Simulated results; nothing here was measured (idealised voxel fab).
process module | voxel spacer lines
cross-section cut | 175 nm wide | cells 5 nm
A cross-section is a grid of square cells, given in bands from the top down. A band is one or more rows of cells.
Each band's line starts with the height of the band's top and of its bottom, in nm. Then come its materials from left to right, each with its width in nm. One material with "throughout" fills the band from edge to edge. "air" is empty space.
Height 0 is the level under which the wafer as received is all one material. The lowest band goes on downwards, as in "0 down".
A width such as "30 to 40" changes by the same amount from each row of cells to the next, from the band's top row to its bottom row.
"no change" after a step means that no cell of the cross-section changed.
closed voids: empty space of 8 cells or more with no open way to the top, each as width x height at its distance from the left edge, in nm
after a step's settings: what the simulator itself notes on the step
overlay nm, on a step with a mask: how far to the right of its planned place the mask lay; to the left if negative
plan
1 op RECEIVE | material Si
2 op CONFORMAL_DEP | material Al2O3 | thk nm 10
3 op DIRECTIONAL_DEP | material polySi | thk nm 20
4 op DIRECTIONAL_DEP | material aC | thk nm 30
5 op PATTERN | tone cover | mask id MANDREL | material resist | width nm 20 | pitch nm 60 | thk nm 40 | overlay nm 0
6 op DIRECTIONAL_ETCH | etch materials aC | depth nm 30
7 op STRIP | etch materials resist
8 op CONFORMAL_DEP | material SiN | thk nm 10
9 op DIRECTIONAL_ETCH | etch materials SiN | depth nm 10
10 op STRIP | etch materials aC
11 op DIRECTIONAL_ETCH | etch materials polySi | depth nm 20
12 op STRIP | etch materials SiN
13 op FILL_DEP | material SiO2 | thk nm 5
14 op CMP | height nm 30
first wafer, as planned
as received, after step 1
  0 down: Si throughout
  closed voids: none
after step 2
  10 to 0: Al2O3 throughout
  below 0: unchanged
after step 3
  30 to 10: polySi throughout
  below 10: unchanged
after step 4
  60 to 30: aC throughout
  below 30: unchanged
after step 5
  100 to 60: air 45 | resist 20 | air 40 | resist 20 | air 50
  below 60: unchanged
after step 6
  70 to 60: air 45 | resist 20 | air 40 | resist 20 | air 50
  60 to 30: air 45 | aC 20 | air 40 | aC 20 | air 50
  below 30: unchanged
after step 7
  60 to 30: air 45 | aC 20 | air 40 | aC 20 | air 50
  below 30: unchanged
after step 8
  70 to 60: air 35 | SiN 40 | air 20 | SiN 40 | air 40
  60 to 40: air 35 | SiN 10 | aC 20 | SiN 10 | air 20 | SiN 10 | aC 20 | SiN 10 | air 40
  40 to 30: SiN 45 | aC 20 | SiN 40 | aC 20 | SiN 50
  below 30: unchanged
after step 9
  60 to 30: air 35 | SiN 10 | aC 20 | SiN 10 | air 20 | SiN 10 | aC 20 | SiN 10 | air 40
  below 30: unchanged
after step 10
  60 to 30: air 35 | SiN 10 | air 20 | SiN 10 | air 20 | SiN 10 | air 20 | SiN 10 | air 40
  below 30: unchanged
after step 11
  60 to 30: air 35 | SiN 10 | air 20 | SiN 10 | air 20 | SiN 10 | air 20 | SiN 10 | air 40
  30 to 10: air 35 | polySi 10 | air 20 | polySi 10 | air 20 | polySi 10 | air 20 | polySi 10 | air 40
  below 10: unchanged
after step 12
  30 to 10: air 35 | polySi 10 | air 20 | polySi 10 | air 20 | polySi 10 | air 20 | polySi 10 | air 40
  below 10: unchanged
after step 13
  35 to 30: SiO2 throughout
  30 to 10: SiO2 35 | polySi 10 | SiO2 20 | polySi 10 | SiO2 20 | polySi 10 | SiO2 20 | polySi 10 | SiO2 40
  below 10: unchanged
after step 14
  30 to 10: SiO2 35 | polySi 10 | SiO2 20 | polySi 10 | SiO2 20 | polySi 10 | SiO2 20 | polySi 10 | SiO2 40
  below 10: unchanged
second wafer: like start, like plan, one mistake. Through step 13 it matches the first wafer
when step 14 should have ended
  25 to 10: SiO2 35 | polySi 10 | SiO2 20 | polySi 10 | SiO2 20 | polySi 10 | SiO2 20 | polySi 10 | SiO2 40
  below 10: unchanged
what went wrong: step 14 ran as: op CMP | height nm 25
at the end the second wafer has, in cells: 27 fewer of SiO2 | 8 fewer of polySi
